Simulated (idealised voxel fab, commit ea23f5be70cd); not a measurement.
process module | voxel gate over fins
cross-section cut | 245 nm wide | cells 5 nm
A cross-section is a grid of square cells, given in bands from the top down. A band is one or more rows of cells.
Each band's line starts with the height of the band's top and of its bottom, in nm. Then come its materials from left to right, each with its width in nm. One material with "throughout" fills the band from edge to edge. "air" is empty space.
Height 0 is the level under which the wafer as received is all one material. The lowest band goes on downwards, as in "0 down".
A width such as "30 to 40" changes by the same amount from each row of cells to the next, from the band's top row to its bottom row.
"no change" after a step means that no cell of the cross-section changed.
closed voids: empty space of 8 cells or more with no open way to the top, each as width x height at its distance from the left edge, in nm
after a step's settings: what the simulator itself notes on the step
overlay nm, on a step with a mask: how far to the right of its planned place the mask lay; to the left if negative
Each pair below shows a cross-section before one step and the cross-section after it, down to the lowest band that changed. The line under each pair gives the step between them, with its settings. The pairs can come from different runs of this module on the same starting wafer, so a pair continues from the pair above only where its "before" says so.
before
  10 to 5: air 35 | TiN 40 | air 5 | TiN 40 | air 5 | TiN 40 | air 5 | TiN 40 | air 35
  5 to 0: air 35 | TiN 5 | HfO2 30 | TiN 5 | air 5 | TiN 5 | HfO2 30 | TiN 5 | air 5 | TiN 5 | HfO2 30 | TiN 5 | air 5 | TiN 5 | HfO2 30 | TiN 5 | air 35
  0 to -5: air 35 | TiN 5 | HfO2 5 | Si 20 | HfO2 5 | TiN 5 | air 5 | TiN 5 | HfO2 5 | Si 20 | HfO2 5 | TiN 5 | air 5 | TiN 5 | HfO2 5 | Si 20 | HfO2 5 | TiN 5 | air 5 | TiN 5 | HfO2 5 | Si 20 | HfO2 5 | TiN 5 | air 35
  -5 to -10: TiN 40 | HfO2 5 | Si 20 | HfO2 5 | TiN 15 | HfO2 5 | Si 20 | HfO2 5 | TiN 15 | HfO2 5 | Si 20 | HfO2 5 | TiN 15 | HfO2 5 | Si 20 | HfO2 5 | TiN 40
  -10 to -15: HfO2 45 | Si 20 | HfO2 25 | Si 20 | HfO2 25 | Si 20 | HfO2 25 | Si 20 | HfO2 45
  -15 to -40: SiO2 45 | Si 20 | SiO2 25 | Si 20 | SiO2 25 | Si 20 | SiO2 25 | Si 20 | SiO2 45
  -40 down: Si throughout
  closed voids: none
after
  15 to 10: air 30 | TiAl 185 | air 30
  10 to 5: air 30 | TiAl 5 | TiN 40 | TiAl 5 | TiN 40 | TiAl 5 | TiN 40 | TiAl 5 | TiN 40 | TiAl 5 | air 30
  5 to 0: air 30 | TiAl 5 | TiN 5 | HfO2 30 | TiN 5 | TiAl 5 | TiN 5 | HfO2 30 | TiN 5 | TiAl 5 | TiN 5 | HfO2 30 | TiN 5 | TiAl 5 | TiN 5 | HfO2 30 | TiN 5 | TiAl 5 | air 30
  0 to -5: TiAl 35 | TiN 5 | HfO2 5 | Si 20 | HfO2 5 | TiN 5 | TiAl 5 | TiN 5 | HfO2 5 | Si 20 | HfO2 5 | TiN 5 | TiAl 5 | TiN 5 | HfO2 5 | Si 20 | HfO2 5 | TiN 5 | TiAl 5 | TiN 5 | HfO2 5 | Si 20 | HfO2 5 | TiN 5 | TiAl 35
  below -5: unchanged
  closed voids: none
the step between: op CONFORMAL_DEP | material TiAl | thk nm 5
before: the cross-section after the pair above
after
  20 to 15: air 25 | TiN 195 | air 25
  15 to 10: air 25 | TiN 5 | TiAl 185 | TiN 5 | air 25
  10 to 5: air 25 | TiN 5 | TiAl 5 | TiN 40 | TiAl 5 | TiN 40 | TiAl 5 | TiN 40 | TiAl 5 | TiN 40 | TiAl 5 | TiN 5 | air 25
  5 to 0: TiN 30 | TiAl 5 | TiN 5 | HfO2 30 | TiN 5 | TiAl 5 | TiN 5 | HfO2 30 | TiN 5 | TiAl 5 | TiN 5 | HfO2 30 | TiN 5 | TiAl 5 | TiN 5 | HfO2 30 | TiN 5 | TiAl 5 | TiN 30
  below 0: unchanged
  closed voids: none
the step between: op CONFORMAL_DEP | material TiN | thk nm 5
before: the cross-section after the pair above
after
  30 to 20: W throughout
  20 to 15: W 25 | TiN 195 | W 25
  15 to 10: W 25 | TiN 5 | TiAl 185 | TiN 5 | W 25
  10 to 5: W 25 | TiN 5 | TiAl 5 | TiN 40 | TiAl 5 | TiN 40 | TiAl 5 | TiN 40 | TiAl 5 | TiN 40 | TiAl 5 | TiN 5 | W 25
  below 5: unchanged
  closed voids: none
the step between: op FILL_DEP | material W | thk nm 10
before: the cross-section after the pair above
after
  25 to 20: W throughout
  below 20: unchanged
  closed voids: none
the step between: op CMP | height nm 25
before: the cross-section after the pair above
after
  35 to 25: SiN throughout
  below 25: unchanged
  closed voids: none
the step between: op CONFORMAL_DEP | material SiN | thk nm 10
before
  5 to 0: SiN throughout
  0 down: Si throughout
  closed voids: none
after
  25 to 5: air 40 | resist 15 | air 30 | resist 15 | air 30 | resist 15 | air 30 | resist 15 | air 55
  below 5: unchanged
  closed voids: none
the step between: op PATTERN | tone cover | mask id FINS | material resist | width nm 15 | pitch nm 45 | thk nm 20 | overlay nm -5
before: the cross-section after the pair above
after
  25 to 5: air 40 | resist 15 | air 30 | resist 15 | air 30 | resist 15 | air 30 | resist 15 | air 55
  5 to 0: air 40 | SiN 15 | air 30 | SiN 15 | air 30 | SiN 15 | air 30 | SiN 15 | air 55
  below 0: unchanged
  closed voids: none
the step between: op DIRECTIONAL_ETCH | etch materials SiN | depth nm 5
before: the cross-section after the pair above
after
  25 to 5: air 40 | resist 15 | air 30 | resist 15 | air 30 | resist 15 | air 30 | resist 15 | air 55
  5 to 0: air 40 | SiN 15 | air 30 | SiN 15 | air 30 | SiN 15 | air 30 | SiN 15 | air 55
  0 to -40: air 40 | Si 15 | air 30 | Si 15 | air 30 | Si 15 | air 30 | Si 15 | air 55
  below -40: unchanged
  closed voids: none
the step between: op DIRECTIONAL_ETCH | etch materials Si | depth nm 40
before: the cross-section after the pair above
after
  5 to 0: air 40 | SiN 15 | air 30 | SiN 15 | air 30 | SiN 15 | air 30 | SiN 15 | air 55
  below 0: unchanged
  closed voids: none
the step between: op STRIP | etch materials resist
before: the cross-section after the pair above
after
  15 to 5: SiO2 throughout
  5 to 0: SiO2 40 | SiN 15 | SiO2 30 | SiN 15 | SiO2 30 | SiN 15 | SiO2 30 | SiN 15 | SiO2 55
  0 to -40: SiO2 40 | Si 15 | SiO2 30 | Si 15 | SiO2 30 | Si 15 | SiO2 30 | Si 15 | SiO2 55
  below -40: unchanged
  closed voids: none
the step between: op FILL_DEP | material SiO2 | thk nm 10
before: the cross-section after the pair above
after
  5 to 0: SiO2 40 | SiN 15 | SiO2 30 | SiN 15 | SiO2 30 | SiN 15 | SiO2 30 | SiN 15 | SiO2 55
  below 0: unchanged
  closed voids: none
the step between: op CMP | height nm 5
before: the cross-section after the pair above
after
  5 to 0: air 40 | SiN 15 | air 30 | SiN 15 | air 30 | SiN 15 | air 30 | SiN 15 | air 55
  0 to -15: air 40 | Si 15 | air 30 | Si 15 | air 30 | Si 15 | air 30 | Si 15 | air 55
  below -15: unchanged
  closed voids: none
the step between: op SELECTIVE_ETCH | etch materials SiO2 | depth nm 20
before: the cross-section after the pair above
after
  0 to -15: air 40 | Si 15 | air 30 | Si 15 | air 30 | Si 15 | air 30 | Si 15 | air 55
  below -15: unchanged
  closed voids: none
the step between: op STRIP | etch materials SiN
before: the cross-section after the pair above
after
  5 to 0: air 35 | HfO2 25 | air 20 | HfO2 25 | air 20 | HfO2 25 | air 20 | HfO2 25 | air 50
  0 to -10: air 35 | HfO2 5 | Si 15 | HfO2 5 | air 20 | HfO2 5 | Si 15 | HfO2 5 | air 20 | HfO2 5 | Si 15 | HfO2 5 | air 20 | HfO2 5 | Si 15 | HfO2 5 | air 50
  -10 to -15: HfO2 40 | Si 15 | HfO2 30 | Si 15 | HfO2 30 | Si 15 | HfO2 30 | Si 15 | HfO2 55
  below -15: unchanged
  closed voids: none
the step between: op CONFORMAL_DEP | material HfO2 | thk nm 5
before: the cross-section after the pair above
after
  10 to 5: air 30 | TiN 35 | air 10 | TiN 35 | air 10 | TiN 35 | air 10 | TiN 35 | air 45
  5 to 0: air 30 | TiN 5 | HfO2 25 | TiN 5 | air 10 | TiN 5 | HfO2 25 | TiN 5 | air 10 | TiN 5 | HfO2 25 | TiN 5 | air 10 | TiN 5 | HfO2 25 | TiN 5 | air 45
  0 to -5: air 30 | TiN 5 | HfO2 5 | Si 15 | HfO2 5 | TiN 5 | air 10 | TiN 5 | HfO2 5 | Si 15 | HfO2 5 | TiN 5 | air 10 | TiN 5 | HfO2 5 | Si 15 | HfO2 5 | TiN 5 | air 10 | TiN 5 | HfO2 5 | Si 15 | HfO2 5 | TiN 5 | air 45
  -5 to -10: TiN 35 | HfO2 5 | Si 15 | HfO2 5 | TiN 20 | HfO2 5 | Si 15 | HfO2 5 | TiN 20 | HfO2 5 | Si 15 | HfO2 5 | TiN 20 | HfO2 5 | Si 15 | HfO2 5 | TiN 50
  below -10: unchanged
  closed voids: none
the step between: op CONFORMAL_DEP | material TiN | thk nm 5
before: the cross-section after the pair above
after
  15 to 10: air 25 | TiAl 180 | air 40
  10 to 5: air 25 | TiAl 5 | TiN 35 | TiAl 10 | TiN 35 | TiAl 10 | TiN 35 | TiAl 10 | TiN 35 | TiAl 5 | air 40
  5 to 0: air 25 | TiAl 5 | TiN 5 | HfO2 25 | TiN 5 | TiAl 10 | TiN 5 | HfO2 25 | TiN 5 | TiAl 10 | TiN 5 | HfO2 25 | TiN 5 | TiAl 10 | TiN 5 | HfO2 25 | TiN 5 | TiAl 5 | air 40
  0 to -5: TiAl 30 | TiN 5 | HfO2 5 | Si 15 | HfO2 5 | TiN 5 | TiAl 10 | TiN 5 | HfO2 5 | Si 15 | HfO2 5 | TiN 5 | TiAl 10 | TiN 5 | HfO2 5 | Si 15 | HfO2 5 | TiN 5 | TiAl 10 | TiN 5 | HfO2 5 | Si 15 | HfO2 5 | TiN 5 | TiAl 45
  below -5: unchanged
  closed voids: none
the step between: op CONFORMAL_DEP | material TiAl | thk nm 5
before: the cross-section after the pair above
after
  20 to 15: air 20 | TiN 190 | air 35
  15 to 10: air 20 | TiN 5 | TiAl 180 | TiN 5 | air 35
  10 to 5: air 20 | TiN 5 | TiAl 5 | TiN 35 | TiAl 10 | TiN 35 | TiAl 10 | TiN 35 | TiAl 10 | TiN 35 | TiAl 5 | TiN 5 | air 35
  5 to 0: TiN 25 | TiAl 5 | TiN 5 | HfO2 25 | TiN 5 | TiAl 10 | TiN 5 | HfO2 25 | TiN 5 | TiAl 10 | TiN 5 | HfO2 25 | TiN 5 | TiAl 10 | TiN 5 | HfO2 25 | TiN 5 | TiAl 5 | TiN 40
  below 0: unchanged
  closed voids: none
the step between: op CONFORMAL_DEP | material TiN | thk nm 5
before: the cross-section after the pair above
after
  30 to 20: W throughout
  20 to 15: W 20 | TiN 190 | W 35
  15 to 10: W 20 | TiN 5 | TiAl 180 | TiN 5 | W 35
  10 to 5: W 20 | TiN 5 | TiAl 5 | TiN 35 | TiAl 10 | TiN 35 | TiAl 10 | TiN 35 | TiAl 10 | TiN 35 | TiAl 5 | TiN 5 | W 35
  below 5: unchanged
  closed voids: none
the step between: op FILL_DEP | material W | thk nm 10
before: the cross-section after the pair above
after
  25 to 20: W throughout
  below 20: unchanged
  closed voids: none
the step between: op CMP | height nm 25
before: the cross-section after the pair above
after
  35 to 25: SiN throughout
  below 25: unchanged
  closed voids: none
the step between: op CONFORMAL_DEP | material SiN | thk nm 10
before
  25 to 20: W throughout
  20 to 15: W 25 | TiN 190 | W 30
  15 to 10: W 25 | TiN 5 | TiAl 180 | TiN 5 | W 30
  10 to 5: W 25 | TiN 5 | TiAl 5 | TiN 35 | TiAl 10 | TiN 35 | TiAl 10 | TiN 35 | TiAl 10 | TiN 35 | TiAl 5 | TiN 5 | W 30
  5 to 0: TiN 30 | TiAl 5 | TiN 5 | HfO2 25 | TiN 5 | TiAl 10 | TiN 5 | HfO2 25 | TiN 5 | TiAl 10 | TiN 5 | HfO2 25 | TiN 5 | TiAl 10 | TiN 5 | HfO2 25 | TiN 5 | TiAl 5 | TiN 35
  0 to -5: TiAl 35 | TiN 5 | HfO2 5 | Si 15 | HfO2 5 | TiN 5 | TiAl 10 | TiN 5 | HfO2 5 | Si 15 | HfO2 5 | TiN 5 | TiAl 10 | TiN 5 | HfO2 5 | Si 15 | HfO2 5 | TiN 5 | TiAl 10 | TiN 5 | HfO2 5 | Si 15 | HfO2 5 | TiN 5 | TiAl 40
  -5 to -10: TiN 40 | HfO2 5 | Si 15 | HfO2 5 | TiN 20 | HfO2 5 | Si 15 | HfO2 5 | TiN 20 | HfO2 5 | Si 15 | HfO2 5 | TiN 20 | HfO2 5 | Si 15 | HfO2 5 | TiN 45
  -10 to -15: HfO2 45 | Si 15 | HfO2 30 | Si 15 | HfO2 30 | Si 15 | HfO2 30 | Si 15 | HfO2 50
  -15 to -40: SiO2 45 | Si 15 | SiO2 30 | Si 15 | SiO2 30 | Si 15 | SiO2 30 | Si 15 | SiO2 50
  -40 down: Si throughout
  closed voids: none
after
  35 to 25: HfO2 throughout
  below 25: unchanged
  closed voids: none
the step between: op CONFORMAL_DEP | material HfO2 | thk nm 10
before
  5 to 0: SiN throughout
  0 down: Si throughout
  closed voids: none
after
  25 to 5: resist 45 | air 15 | resist 30 | air 15 | resist 30 | air 15 | resist 30 | air 15 | resist 50
  below 5: unchanged
  closed voids: none
the step between: op PATTERN | tone open | mask id FINS | material resist | width nm 15 | pitch nm 45 | thk nm 20 | overlay nm 0
before: the cross-section after the pair above
after
  25 to 5: resist 45 | air 15 | resist 30 | air 15 | resist 30 | air 15 | resist 30 | air 15 | resist 50
  5 to 0: SiN 45 | air 15 | SiN 30 | air 15 | SiN 30 | air 15 | SiN 30 | air 15 | SiN 50
  below 0: unchanged
  closed voids: none
the step between: op DIRECTIONAL_ETCH | etch materials SiN | depth nm 5
before: the cross-section after the pair above
after
  25 to 5: resist 45 | air 15 | resist 30 | air 15 | resist 30 | air 15 | resist 30 | air 15 | resist 50
  5 to 0: SiN 45 | air 15 | SiN 30 | air 15 | SiN 30 | air 15 | SiN 30 | air 15 | SiN 50
  0 to -40: Si 45 | air 15 | Si 30 | air 15 | Si 30 | air 15 | Si 30 | air 15 | Si 50
  below -40: unchanged
  closed voids: none
the step between: op DIRECTIONAL_ETCH | etch materials Si | depth nm 40
before: the cross-section after the pair above
after
  5 to 0: SiN 45 | air 15 | SiN 30 | air 15 | SiN 30 | air 15 | SiN 30 | air 15 | SiN 50
  below 0: unchanged
  closed voids: none
the step between: op STRIP | etch materials resist
before: the cross-section after the pair above
after
  15 to 5: SiO2 throughout
  5 to 0: SiN 45 | SiO2 15 | SiN 30 | SiO2 15 | SiN 30 | SiO2 15 | SiN 30 | SiO2 15 | SiN 50
  0 to -40: Si 45 | SiO2 15 | Si 30 | SiO2 15 | Si 30 | SiO2 15 | Si 30 | SiO2 15 | Si 50
  below -40: unchanged
  closed voids: none
the step between: op FILL_DEP | material SiO2 | thk nm 10
before: the cross-section after the pair above
after
  5 to 0: SiN 45 | SiO2 15 | SiN 30 | SiO2 15 | SiN 30 | SiO2 15 | SiN 30 | SiO2 15 | SiN 50
  below 0: unchanged
  closed voids: none
the step between: op CMP | height nm 5
before: the cross-section after the pair above
after
  5 to 0: SiN 45 | air 15 | SiN 30 | air 15 | SiN 30 | air 15 | SiN 30 | air 15 | SiN 50
  0 to -15: Si 45 | air 15 | Si 30 | air 15 | Si 30 | air 15 | Si 30 | air 15 | Si 50
  below -15: unchanged
  closed voids: none
the step between: op SELECTIVE_ETCH | etch materials SiO2 | depth nm 20
before: the cross-section after the pair above
after
  0 to -15: Si 45 | air 15 | Si 30 | air 15 | Si 30 | air 15 | Si 30 | air 15 | Si 50
  below -15: unchanged
  closed voids: none
the step between: op STRIP | etch materials SiN
before: the cross-section after the pair above
after
  5 to 0: HfO2 50 | air 5 | HfO2 40 | air 5 | HfO2 40 | air 5 | HfO2 40 | air 5 | HfO2 55
  0 to -10: Si 45 | HfO2 5 | air 5 | HfO2 5 | Si 30 | HfO2 5 | air 5 | HfO2 5 | Si 30 | HfO2 5 | air 5 | HfO2 5 | Si 30 | HfO2 5 | air 5 | HfO2 5 | Si 50
  -10 to -15: Si 45 | HfO2 15 | Si 30 | HfO2 15 | Si 30 | HfO2 15 | Si 30 | HfO2 15 | Si 50
  below -15: unchanged
  closed voids: none
the step between: op CONFORMAL_DEP | material HfO2 | thk nm 5
before: the cross-section after the pair above
after
  10 to 5: TiN throughout
  5 to 0: HfO2 50 | TiN 5 | HfO2 40 | TiN 5 | HfO2 40 | TiN 5 | HfO2 40 | TiN 5 | HfO2 55
  0 to -10: Si 45 | HfO2 5 | TiN 5 | HfO2 5 | Si 30 | HfO2 5 | TiN 5 | HfO2 5 | Si 30 | HfO2 5 | TiN 5 | HfO2 5 | Si 30 | HfO2 5 | TiN 5 | HfO2 5 | Si 50
  below -10: unchanged
  closed voids: none
the step between: op CONFORMAL_DEP | material TiN | thk nm 5
before: the cross-section after the pair above
after
  15 to 10: TiAl throughout
  below 10: unchanged
  closed voids: none
the step between: op CONFORMAL_DEP | material TiAl | thk nm 5
before: the cross-section after the pair above
after
  20 to 15: TiN throughout
  below 15: unchanged
  closed voids: none
the step between: op CONFORMAL_DEP | material TiN | thk nm 5
before: the cross-section after the pair above
after
  30 to 20: W throughout
  below 20: unchanged
  closed voids: none
the step between: op FILL_DEP | material W | thk nm 10
before: the cross-section after the pair above
after
  25 to 20: W throughout
  below 20: unchanged
  closed voids: none
the step between: op CMP | height nm 25
before: the cross-section after the pair above
after
  35 to 25: SiN throughout
  below 25: unchanged
  closed voids: none
the step between: op CONFORMAL_DEP | material SiN | thk nm 10
